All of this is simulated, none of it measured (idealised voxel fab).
process module | voxel local oxidation
cross-section cut | 265 nm wide | cells 5 nm
A cross-section is a grid of square cells, given in bands from the top down. A band is one or more rows of cells.
Each band's line starts with the height of the band's top and of its bottom, in nm. Then come its materials from left to right, each with its width in nm. One material with "throughout" fills the band from edge to edge. "air" is empty space.
Height 0 is the level under which the wafer as received is all one material. The lowest band goes on downwards, as in "0 down".
A width such as "30 to 40" changes by the same amount from each row of cells to the next, from the band's top row to its bottom row.
"no change" after a step means that no cell of the cross-section changed.
closed voids: empty space of 8 cells or more with no open way to the top, each as width x height at its distance from the left edge, in nm
after a step's settings: what the simulator itself notes on the step
overlay nm, on a step with a mask: how far to the right of its planned place the mask lay; to the left if negative
plan
1 op RECEIVE | material Si
2 op OXIDIZE | depth nm 5
3 op CONFORMAL_DEP | material SiN | thk nm 15
4 op MASKED_ETCH | tone cover | mask id ACTIVE | width nm 105 | pitch nm 125 | etch materials SiN | depth nm 15 | overlay nm 0
5 op SELECTIVE_ETCH | etch materials SiO2 | depth nm 5
6 op OXIDIZE | depth nm 15
7 op STRIP | etch materials SiN
as received, after step 1
  0 down: Si throughout
  closed voids: none
a wafer at the end: this start, this plan, one mistake
  0 to -5: air 25 | SiO2 90 | air 35 | SiO2 90 | air 25
  -5 to -20: SiO2 40 | Si 60 | SiO2 65 | Si 60 | SiO2 40
  -20 down: Si throughout
  closed voids: none
what went wrong: step 4 ran as: op MASKED_ETCH | tone cover | mask id ACTIVE | width nm 100 | pitch nm 125 | etch materials SiN | depth nm 15 | overlay nm 0
